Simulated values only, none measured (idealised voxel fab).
process module | voxel transistor to metal
cross-section cut | 200 nm wide | cells 5 nm
A cross-section is a grid of square cells, given in bands from the top down. A band is one or more rows of cells.
Each band's line starts with the height of the band's top and of its bottom, in nm. Then come its materials from left to right, each with its width in nm. One material with "throughout" fills the band from edge to edge. "air" is empty space.
Height 0 is the level under which the wafer as received is all one material. The lowest band goes on downwards, as in "0 down".
A width such as "30 to 40" changes by the same amount from each row of cells to the next, from the band's top row to its bottom row.
"no change" after a step means that no cell of the cross-section changed.
closed voids: empty space of 8 cells or more with no open way to the top, each as width x height at its distance from the left edge, in nm
after a step's settings: what the simulator itself notes on the step
overlay nm, on a step with a mask: how far to the right of its planned place the mask lay; to the left if negative
plan
1 op RECEIVE | material Si
2 op CONFORMAL_DEP | material SiO2 | thk nm 5
3 op CONFORMAL_DEP | material SiN | thk nm 15
4 op MASKED_ETCH | tone cover | mask id ACTIVE | width nm 115 | etch materials SiN | depth nm 15 | overlay nm 0
5 op MASKED_ETCH | tone cover | mask id ACTIVE | width nm 115 | etch materials SiO2 | depth nm 5 | overlay nm 0
6 op MASKED_ETCH | tone cover | mask id ACTIVE | width nm 115 | etch materials Si | depth nm 20 | overlay nm 0
7 op FILL_DEP | material SiO2 | thk nm 15
8 op CMP | height nm 20
9 op SELECTIVE_ETCH | etch materials SiO2 | depth nm 10
10 op STRIP | etch materials SiN
11 op SELECTIVE_ETCH | etch materials SiO2 | depth nm 5
12 op OXIDIZE | depth nm 5
13 op DIRECTIONAL_DEP | material polySi | thk nm 25
14 op DIRECTIONAL_DEP | material SiCN | thk nm 10
15 op MASKED_ETCH | tone cover | mask id GATE | width nm 25 | etch materials SiCN | depth nm 20 | overlay nm 0
16 op MASKED_ETCH | tone cover | mask id GATE | width nm 25 | etch materials polySi | depth nm 35 | overlay nm 0
17 op CONFORMAL_DEP | material SiN | thk nm 10
18 op DIRECTIONAL_ETCH | etch materials SiN | depth nm 10
19 op DIRECTIONAL_ETCH | etch materials SiO2 | depth nm 5
20 op EPI | material SiGe | thk nm 5
21 op FILL_DEP | material SiO2 | thk nm 5
22 op CMP | height nm 35
23 op DIRECTIONAL_DEP | material SiO2 | thk nm 10
24 op PATTERN | tone open | mask id CONTACT | material resist | width nm 20 | pitch nm 85 | thk nm 15 | overlay nm 0
25 op DIRECTIONAL_ETCH | etch materials SiO2 | depth nm 45
26 op STRIP | etch materials resist
27 op CONFORMAL_DEP | material TiN | thk nm 5
28 op FILL_DEP | material W | thk nm 10
29 op CMP | height nm 45
30 op DIRECTIONAL_DEP | material TiN | thk nm 5
31 op DIRECTIONAL_DEP | material Ru | thk nm 20
32 op DIRECTIONAL_DEP | material aC | thk nm 10
33 op PATTERN | tone cover | mask id METAL_1 | material resist | width nm 20 | pitch nm 85 | thk nm 25 | overlay nm 0
34 op DIRECTIONAL_ETCH | etch materials aC | depth nm 10
35 op STRIP | etch materials resist
36 op DIRECTIONAL_ETCH | etch materials Ru | depth nm 20
37 op DIRECTIONAL_ETCH | etch materials TiN | depth nm 5
38 op STRIP | etch materials aC
39 op CONFORMAL_DEP | material SiN | thk nm 5
40 op FILL_DEP | material SiO2 | thk nm 5
41 op CMP | height nm 70
42 op CONFORMAL_DEP | material SiCN | thk nm 5
first wafer, as planned
as received, after step 1
  0 down: Si throughout
  closed voids: none
after step 2
  5 to 0: SiO2 throughout
  below 0: unchanged
after step 3
  20 to 5: SiN throughout
  below 5: unchanged
after step 4
  20 to 5: air 40 | SiN 115 | air 45
  below 5: unchanged
after step 5
  20 to 5: air 40 | SiN 115 | air 45
  5 to 0: air 40 | SiO2 115 | air 45
  below 0: unchanged
after step 6
  20 to 5: air 40 | SiN 115 | air 45
  5 to 0: air 40 | SiO2 115 | air 45
  0 to -20: air 40 | Si 115 | air 45
  below -20: unchanged
after step 7
  35 to 20: SiO2 throughout
  20 to 5: SiO2 40 | SiN 115 | SiO2 45
  5 to 0: SiO2 throughout
  0 to -20: SiO2 40 | Si 115 | SiO2 45
  below -20: unchanged
after step 8
  20 to 5: SiO2 40 | SiN 115 | SiO2 45
  below 5: unchanged
after step 9
  20 to 10: air 40 | SiN 115 | air 45
  below 10: unchanged
after step 10
  10 to 5: SiO2 40 | air 115 | SiO2 45
  below 5: unchanged
after step 11
  5 to 0: SiO2 35 | air 125 | SiO2 40
  below 0: unchanged
after step 12
  5 to 0: SiO2 35 | air 125 | SiO2 40
  0 to -5: SiO2 throughout
  below -5: unchanged
after step 13
  30 to 25: polySi 35 | air 125 | polySi 40
  25 to 5: polySi throughout
  5 to 0: SiO2 35 | polySi 125 | SiO2 40
  below 0: unchanged
after step 14
  40 to 35: SiCN 35 | air 125 | SiCN 40
  35 to 30: SiCN throughout
  30 to 25: polySi 35 | SiCN 125 | polySi 40
  below 25: unchanged
after step 15
  35 to 30: air 85 | SiCN 25 | air 90
  30 to 25: polySi 35 | air 50 | SiCN 25 | air 50 | polySi 40
  below 25: unchanged
after step 16
  35 to 25: air 85 | SiCN 25 | air 90
  25 to 5: air 85 | polySi 25 | air 90
  5 to 0: SiO2 35 | air 50 | polySi 25 | air 50 | SiO2 40
  below 0: unchanged
after step 17
  45 to 35: air 75 | SiN 45 | air 80
  35 to 25: air 75 | SiN 10 | SiCN 25 | SiN 10 | air 80
  25 to 15: air 75 | SiN 10 | polySi 25 | SiN 10 | air 80
  15 to 10: SiN 45 | air 30 | SiN 10 | polySi 25 | SiN 10 | air 30 | SiN 50
  10 to 5: SiN 85 | polySi 25 | SiN 90
  5 to 0: SiO2 35 | SiN 50 | polySi 25 | SiN 50 | SiO2 40
  below 0: unchanged
after step 18
  35 to 25: air 75 | SiN 10 | SiCN 25 | SiN 10 | air 80
  25 to 5: air 75 | SiN 10 | polySi 25 | SiN 10 | air 80
  5 to 0: SiO2 35 | SiN 10 | air 30 | SiN 10 | polySi 25 | SiN 10 | air 30 | SiN 10 | SiO2 40
  below 0: unchanged
after step 19
  35 to 25: air 75 | SiN 10 | SiCN 25 | SiN 10 | air 80
  25 to 5: air 75 | SiN 10 | polySi 25 | SiN 10 | air 80
  5 to 0: air 35 | SiN 10 | air 30 | SiN 10 | polySi 25 | SiN 10 | air 30 | SiN 10 | air 40
  0 to -5: SiO2 45 | air 30 | SiO2 45 | air 30 | SiO2 50
  below -5: unchanged
after step 20
  35 to 25: air 75 | SiN 10 | SiCN 25 | SiN 10 | air 80
  25 to 5: air 75 | SiN 10 | polySi 25 | SiN 10 | air 80
  5 to 0: air 35 | SiN 10 | air 30 | SiN 10 | polySi 25 | SiN 10 | air 30 | SiN 10 | air 40
  0 to -5: SiO2 45 | SiGe 30 | SiO2 45 | SiGe 30 | SiO2 50
  below -5: unchanged
after step 21
  40 to 35: SiO2 throughout
  35 to 25: SiO2 75 | SiN 10 | SiCN 25 | SiN 10 | SiO2 80
  25 to 5: SiO2 75 | SiN 10 | polySi 25 | SiN 10 | SiO2 80
  5 to 0: SiO2 35 | SiN 10 | SiO2 30 | SiN 10 | polySi 25 | SiN 10 | SiO2 30 | SiN 10 | SiO2 40
  below 0: unchanged
after step 22
  35 to 25: SiO2 75 | SiN 10 | SiCN 25 | SiN 10 | SiO2 80
  below 25: unchanged
after step 23
  45 to 35: SiO2 throughout
  below 35: unchanged
after step 24
  60 to 45: resist 45 | air 20 | resist 65 | air 20 | resist 50
  below 45: unchanged
after step 25
  60 to 45: resist 45 | air 20 | resist 65 | air 20 | resist 50
  45 to 35: SiO2 45 | air 20 | SiO2 65 | air 20 | SiO2 50
  35 to 25: SiO2 45 | air 20 | SiO2 10 | SiN 10 | SiCN 25 | SiN 10 | SiO2 10 | air 20 | SiO2 50
  25 to 5: SiO2 45 | air 20 | SiO2 10 | SiN 10 | polySi 25 | SiN 10 | SiO2 10 | air 20 | SiO2 50
  5 to 0: SiO2 35 | SiN 10 | air 20 | SiO2 10 | SiN 10 | polySi 25 | SiN 10 | SiO2 10 | air 20 | SiN 10 | SiO2 40
  below 0: unchanged
after step 26
  45 to 35: SiO2 45 | air 20 | SiO2 65 | air 20 | SiO2 50
  below 35: unchanged
after step 27
  50 to 45: TiN 50 | air 10 | TiN 75 | air 10 | TiN 55
  45 to 35: SiO2 45 | TiN 5 | air 10 | TiN 5 | SiO2 65 | TiN 5 | air 10 | TiN 5 | SiO2 50
  35 to 25: SiO2 45 | TiN 5 | air 10 | TiN 5 | SiO2 10 | SiN 10 | SiCN 25 | SiN 10 | SiO2 10 | TiN 5 | air 10 | TiN 5 | SiO2 50
  25 to 5: SiO2 45 | TiN 5 | air 10 | TiN 5 | SiO2 10 | SiN 10 | polySi 25 | SiN 10 | SiO2 10 | TiN 5 | air 10 | TiN 5 | SiO2 50
  5 to 0: SiO2 35 | SiN 10 | TiN 20 | SiO2 10 | SiN 10 | polySi 25 | SiN 10 | SiO2 10 | TiN 20 | SiN 10 | SiO2 40
  below 0: unchanged
after step 28
  60 to 50: W throughout
  50 to 45: TiN 50 | W 10 | TiN 75 | W 10 | TiN 55
  45 to 35: SiO2 45 | TiN 5 | W 10 | TiN 5 | SiO2 65 | TiN 5 | W 10 | TiN 5 | SiO2 50
  35 to 25: SiO2 45 | TiN 5 | W 10 | TiN 5 | SiO2 10 | SiN 10 | SiCN 25 | SiN 10 | SiO2 10 | TiN 5 | W 10 | TiN 5 | SiO2 50
  25 to 5: SiO2 45 | TiN 5 | W 10 | TiN 5 | SiO2 10 | SiN 10 | polySi 25 | SiN 10 | SiO2 10 | TiN 5 | W 10 | TiN 5 | SiO2 50
  below 5: unchanged
after step 29
  45 to 35: SiO2 45 | TiN 5 | W 10 | TiN 5 | SiO2 65 | TiN 5 | W 10 | TiN 5 | SiO2 50
  below 35: unchanged
after step 30
  50 to 45: TiN throughout
  below 45: unchanged
after step 31
  70 to 50: Ru throughout
  below 50: unchanged
after step 32
  80 to 70: aC throughout
  below 70: unchanged
after step 33
  105 to 80: air 45 | resist 20 | air 65 | resist 20 | air 50
  below 80: unchanged
after step 34
  95 to 80: air 45 | resist 20 | air 65 | resist 20 | air 50
  80 to 70: air 45 | aC 20 | air 65 | aC 20 | air 50
  below 70: unchanged
after step 35
  80 to 70: air 45 | aC 20 | air 65 | aC 20 | air 50
  below 70: unchanged
after step 36
  80 to 70: air 45 | aC 20 | air 65 | aC 20 | air 50
  70 to 50: air 45 | Ru 20 | air 65 | Ru 20 | air 50
  below 50: unchanged
after step 37
  80 to 70: air 45 | aC 20 | air 65 | aC 20 | air 50
  70 to 50: air 45 | Ru 20 | air 65 | Ru 20 | air 50
  50 to 45: air 45 | TiN 20 | air 65 | TiN 20 | air 50
  below 45: unchanged
after step 38
  70 to 50: air 45 | Ru 20 | air 65 | Ru 20 | air 50
  below 50: unchanged
after step 39
  75 to 70: air 40 | SiN 30 | air 55 | SiN 30 | air 45
  70 to 50: air 40 | SiN 5 | Ru 20 | SiN 5 | air 55 | SiN 5 | Ru 20 | SiN 5 | air 45
  50 to 45: SiN 45 | TiN 20 | SiN 65 | TiN 20 | SiN 50
  below 45: unchanged
after step 40
  80 to 75: SiO2 throughout
  75 to 70: SiO2 40 | SiN 30 | SiO2 55 | SiN 30 | SiO2 45
  70 to 50: SiO2 40 | SiN 5 | Ru 20 | SiN 5 | SiO2 55 | SiN 5 | Ru 20 | SiN 5 | SiO2 45
  below 50: unchanged
after step 41
  70 to 50: SiO2 40 | SiN 5 | Ru 20 | SiN 5 | SiO2 55 | SiN 5 | Ru 20 | SiN 5 | SiO2 45
  below 50: unchanged
after step 42
  75 to 70: SiCN throughout
  below 70: unchanged
second wafer: like start, like plan, one mistake. Through step 32 it matches the first wafer
when step 33 should have ended
  105 to 80: resist 45 | air 20 | resist 65 | air 20 | resist 50
  below 80: unchanged
when step 34 should have ended
  95 to 80: resist 45 | air 20 | resist 65 | air 20 | resist 50
  80 to 70: aC 45 | air 20 | aC 65 | air 20 | aC 50
  below 70: unchanged
when step 35 should have ended
  80 to 70: aC 45 | air 20 | aC 65 | air 20 | aC 50
  below 70: unchanged
when step 36 should have ended
  80 to 70: aC 45 | air 20 | aC 65 | air 20 | aC 50
  70 to 50: Ru 45 | air 20 | Ru 65 | air 20 | Ru 50
  below 50: unchanged
when step 37 should have ended
  80 to 70: aC 45 | air 20 | aC 65 | air 20 | aC 50
  70 to 50: Ru 45 | air 20 | Ru 65 | air 20 | Ru 50
  50 to 45: TiN 45 | air 20 | TiN 65 | air 20 | TiN 50
  below 45: unchanged
when step 38 should have ended
  70 to 50: Ru 45 | air 20 | Ru 65 | air 20 | Ru 50
  below 50: unchanged
when step 39 should have ended
  75 to 70: SiN 50 | air 10 | SiN 75 | air 10 | SiN 55
  70 to 50: Ru 45 | SiN 5 | air 10 | SiN 5 | Ru 65 | SiN 5 | air 10 | SiN 5 | Ru 50
  50 to 45: TiN 45 | SiN 20 | TiN 65 | SiN 20 | TiN 50
  below 45: unchanged
when step 40 should have ended
  80 to 75: SiO2 throughout
  75 to 70: SiN 50 | SiO2 10 | SiN 75 | SiO2 10 | SiN 55
  70 to 50: Ru 45 | SiN 5 | SiO2 10 | SiN 5 | Ru 65 | SiN 5 | SiO2 10 | SiN 5 | Ru 50
  below 50: unchanged
when step 41 should have ended
  70 to 50: Ru 45 | SiN 5 | SiO2 10 | SiN 5 | Ru 65 | SiN 5 | SiO2 10 | SiN 5 | Ru 50
  below 50: unchanged
when step 42 should have ended
  75 to 70: SiCN throughout
  below 70: unchanged
what went wrong: step 33 ran as: op PATTERN | tone open | mask id METAL_1 | material resist | width nm 20 | pitch nm 85 | thk nm 25 | overlay nm 0
at the end the second wafer has, in cells: 96 more of Ru | 24 fewer of SiN | 96 fewer of SiO2 | 24 more of TiN
